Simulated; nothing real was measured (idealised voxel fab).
Presented below is a process module, voxel tone inversion.
For reference, the cross-section in this document is cut, with width 210 nm and square cells of 5 nm.
Cross-section, as written here: a square-cell grid given band by band from the top down, where a band holds one or more rows of cells. Per band: top height and bottom height in nm, followed by the left-to-right materials and their widths in nm; "all across" marks a single material spanning edge to edge, "empty" marks empty space. A quick word on heights: they are counted from 0, and under that level the wafer as it came to us is one material throughout. The lowest band is different from the rest in having no bottom; it simply continues downward, written as in "0 down". Note: "30 to 40" means the width goes from the first number (top row of the band) to the second number (bottom row) in equal steps per row of cells. "remained the same" for a step: no cell of the cross-section changed in that step. Listed in "Sealed internal cavities": every empty space of 8 or more cells without an open way to the top. Form: width x height at distance, the distance being from the left edge, all in nm. On each step's line, the part that comes after the settings is the simulator's own comment on the step. For masked steps, "overlay nm" on the step line gives how far right of plan the mask actually lay; a minus sign means it lay to the left.

Intended process steps
1 RECEIVE (material Si)
2 CONFORMAL_DEP (material SiCN; thk nm 5)
3 DIRECTIONAL_DEP (material polySi; thk nm 25)
4 PATTERN (tone cover; mask id POSTS; material resist; width nm 20; pitch nm 35; thk nm 35; overlay nm 0)
5 DIRECTIONAL_ETCH (etch materials polySi; depth nm 25)
6 STRIP (etch materials resist)
7 FILL_DEP (material lowk; thk nm 5)
8 CMP (height nm 30)
9 STRIP (etch materials polySi)

Wafer cross-section on receipt, i.e. after step 1
* 0 down: Si all across
* Sealed internal cavities: none

One mistake in running the module, otherwise start and plan as above: cross-section at the end
* 30 to 0: SiCN all across
* 0 down: Si all across
* Sealed internal cavities: none
Which mistake was made when the wafer was run? step 3 off recipe, ran as DIRECTIONAL_DEP (material SiCN; thk nm 25)
